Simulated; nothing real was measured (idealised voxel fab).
Title: Process Module voxel quadruple lines
260 nm wide, 5 nm square cells: that's cross-section cut.
A cross-section in this document is a grid of square cells, and it is written down as bands, the top band listed before the ones below it; a band is made up of one or more rows of cells.
First you get the band's top height and its bottom height, in nm, and then the materials it's made of, left to right, with each width in nm. If you see a single material with "throughout", that one covers the band edge to edge. "air" is empty space.
Heads up on the height convention: 0 is the point under which the incoming wafer is all one material, and the lowest band has no bottom, it just keeps going down, like "0 down".
A width given as "30..40" starts at the first number in the band's top row and ends at the second number in its bottom row, shifting by an equal amount at every step from row to row.
Given "remained the same" for a step, no cell of the cross-section differs between before and after that step.
Listed in "Sealed internal cavities": every empty space of 8 or more cells without an open way to the top. Form: width x height at distance, the distance being from the left edge, all in nm.
It should be noted that, on the line of a given step, the content following the step's settings is a remark produced by the simulator itself with respect to that step.
Regarding "overlay nm": on a step with a mask, it is the distance the mask lay to the right of its planned place; a negative value places it to the left.

Intended process steps
step 1: RECEIVE [material Si]
step 2: CONFORMAL_DEP [material SiO2] [thk nm 5]
step 3: DIRECTIONAL_DEP [material Ru] [thk nm 10]
step 4: DIRECTIONAL_DEP [material polySi] [thk nm 15]
step 5: DIRECTIONAL_DEP [material aC] [thk nm 20]
step 6: PATTERN [tone cover] [mask id MANDREL] [material resist] [width nm 35] [thk nm 25] [overlay nm 0]
step 7: DIRECTIONAL_ETCH [etch materials aC] [depth nm 20]
step 8: STRIP [etch materials resist]
step 9: CONFORMAL_DEP [material SiO2] [thk nm 15]
step 10: DIRECTIONAL_ETCH [etch materials SiO2] [depth nm 15]
step 11: STRIP [etch materials aC]
step 12: DIRECTIONAL_ETCH [etch materials polySi] [depth nm 15]
step 13: STRIP [etch materials SiO2]
step 14: CONFORMAL_DEP [material SiCN] [thk nm 10]
step 15: DIRECTIONAL_ETCH [etch materials SiCN] [depth nm 10]
step 16: STRIP [etch materials polySi]
step 17: DIRECTIONAL_ETCH [etch materials Ru] [depth nm 10]
step 18: STRIP [etch materials SiCN]

First wafer, two in total, run as planned

Incoming wafer, cross-sectional view, post step 1
    0 down | Si throughout
    Sealed internal cavities: none

Step 2 complete: cross-section through the wafer
    5 to 0 | SiO2 throughout
    Lower than 0, everything is as it was.

Step 3 complete: cross-section through the wafer
    15 to 5 | Ru throughout
    Lower than 5, everything is as it was.

Step 4 complete: cross-section through the wafer
    30 to 15 | polySi throughout
    Lower than 15, everything is as it was.

Step 5 complete: cross-section through the wafer
    50 to 30 | aC throughout
    Lower than 30, everything is as it was.

Step 6 complete: cross-section through the wafer
    75 to 50 | air 110; resist 35; air 115
    Lower than 50, everything is as it was.

Step 7 complete: cross-section through the wafer
    55 to 50 | air 110; resist 35; air 115
    50 to 30 | air 110; aC 35; air 115
    Lower than 30, everything is as it was.

Step 8 complete: cross-section through the wafer
    50 to 30 | air 110; aC 35; air 115
    Lower than 30, everything is as it was.

Step 9 complete: cross-section through the wafer
    65 to 50 | air 95; SiO2 65; air 100
    50 to 45 | air 95; SiO2 15; aC 35; SiO2 15; air 100
    45 to 30 | SiO2 110; aC 35; SiO2 115
    Lower than 30, everything is as it was.

Step 10 complete: cross-section through the wafer
    50 to 30 | air 95; SiO2 15; aC 35; SiO2 15; air 100
    Lower than 30, everything is as it was.

Step 11 complete: cross-section through the wafer
    50 to 30 | air 95; SiO2 15; air 35; SiO2 15; air 100
    Lower than 30, everything is as it was.

Step 12 complete: cross-section through the wafer
    50 to 30 | air 95; SiO2 15; air 35; SiO2 15; air 100
    30 to 15 | air 95; polySi 15; air 35; polySi 15; air 100
    Lower than 15, everything is as it was.

Step 13 complete: cross-section through the wafer
    30 to 15 | air 95; polySi 15; air 35; polySi 15; air 100
    Lower than 15, everything is as it was.

Step 14 complete: cross-section through the wafer
    40 to 30 | air 85; SiCN 35; air 15; SiCN 35; air 90
    30 to 25 | air 85; SiCN 10; polySi 15; SiCN 10; air 15; SiCN 10; polySi 15; SiCN 10; air 90
    25 to 15 | SiCN 95; polySi 15; SiCN 35; polySi 15; SiCN 100
    Lower than 15, everything is as it was.

Step 15 complete: cross-section through the wafer
    30 to 15 | air 85; SiCN 10; polySi 15; SiCN 10; air 15; SiCN 10; polySi 15; SiCN 10; air 90
    Lower than 15, everything is as it was.

Step 16 complete: cross-section through the wafer
    30 to 15 | air 85; SiCN 10; air 15; SiCN 10; air 15; SiCN 10; air 15; SiCN 10; air 90
    Lower than 15, everything is as it was.

Step 17 complete: cross-section through the wafer
    30 to 15 | air 85; SiCN 10; air 15; SiCN 10; air 15; SiCN 10; air 15; SiCN 10; air 90
    15 to 5 | air 85; Ru 10; air 15; Ru 10; air 15; Ru 10; air 15; Ru 10; air 90
    Lower than 5, everything is as it was.

Step 18 complete: cross-section through the wafer
    15 to 5 | air 85; Ru 10; air 15; Ru 10; air 15; Ru 10; air 15; Ru 10; air 90
    Lower than 5, everything is as it was.

The second wafer was prepared from the same starting point and under the same plan as the first; its processing contained one mistake, and it remains indistinguishable from the first wafer up to and including step 5

The second wafer in cross-section, at the planned close of step 6
    75 to 50 | air 115; resist 30; air 115
    Lower than 50, everything is as it was.

The second wafer in cross-section, at the planned close of step 7
    55 to 50 | air 115; resist 30; air 115
    50 to 30 | air 115; aC 30; air 115
    Lower than 30, everything is as it was.

The second wafer in cross-section, at the planned close of step 8
    50 to 30 | air 115; aC 30; air 115
    Lower than 30, everything is as it was.

The second wafer in cross-section, at the planned close of step 9
    65 to 50 | air 100; SiO2 60; air 100
    50 to 45 | air 100; SiO2 15; aC 30; SiO2 15; air 100
    45 to 30 | SiO2 115; aC 30; SiO2 115
    Lower than 30, everything is as it was.

The second wafer in cross-section, at the planned close of step 10
    50 to 30 | air 100; SiO2 15; aC 30; SiO2 15; air 100
    Lower than 30, everything is as it was.

The second wafer in cross-section, at the planned close of step 11
    50 to 30 | air 100; SiO2 15; air 30; SiO2 15; air 100
    Lower than 30, everything is as it was.

The second wafer in cross-section, at the planned close of step 12
    50 to 30 | air 100; SiO2 15; air 30; SiO2 15; air 100
    30 to 15 | air 100; polySi 15; air 30; polySi 15; air 100
    Lower than 15, everything is as it was.

The second wafer in cross-section, at the planned close of step 13
    30 to 15 | air 100; polySi 15; air 30; polySi 15; air 100
    Lower than 15, everything is as it was.

The second wafer in cross-section, at the planned close of step 14
    40 to 30 | air 90; SiCN 35; air 10; SiCN 35; air 90
    30 to 25 | air 90; SiCN 10; polySi 15; SiCN 10; air 10; SiCN 10; polySi 15; SiCN 10; air 90
    25 to 15 | SiCN 100; polySi 15; SiCN 30; polySi 15; SiCN 100
    Lower than 15, everything is as it was.

The second wafer in cross-section, at the planned close of step 15
    30 to 15 | air 90; SiCN 10; polySi 15; SiCN 10; air 10; SiCN 10; polySi 15; SiCN 10; air 90
    Lower than 15, everything is as it was.

The second wafer in cross-section, at the planned close of step 16
    30 to 15 | air 90; SiCN 10; air 15; SiCN 10; air 10; SiCN 10; air 15; SiCN 10; air 90
    Lower than 15, everything is as it was.

The second wafer in cross-section, at the planned close of step 17
    30 to 15 | air 90; SiCN 10; air 15; SiCN 10; air 10; SiCN 10; air 15; SiCN 10; air 90
    15 to 5 | air 90; Ru 10; air 15; Ru 10; air 10; Ru 10; air 15; Ru 10; air 90
    Lower than 5, everything is as it was.

The second wafer in cross-section, at the planned close of step 18
    15 to 5 | air 90; Ru 10; air 15; Ru 10; air 10; Ru 10; air 15; Ru 10; air 90
    Lower than 5, everything is as it was.
what went wrong: step 6 did not use the planned setting and instead ran as PATTERN [tone cover] [mask id MANDREL] [material resist] [width nm 30] [thk nm 25] [overlay nm 0]
If you tally the cells, the second wafer ends up with the same amount of every material as the first; it's all just sitting in different places.
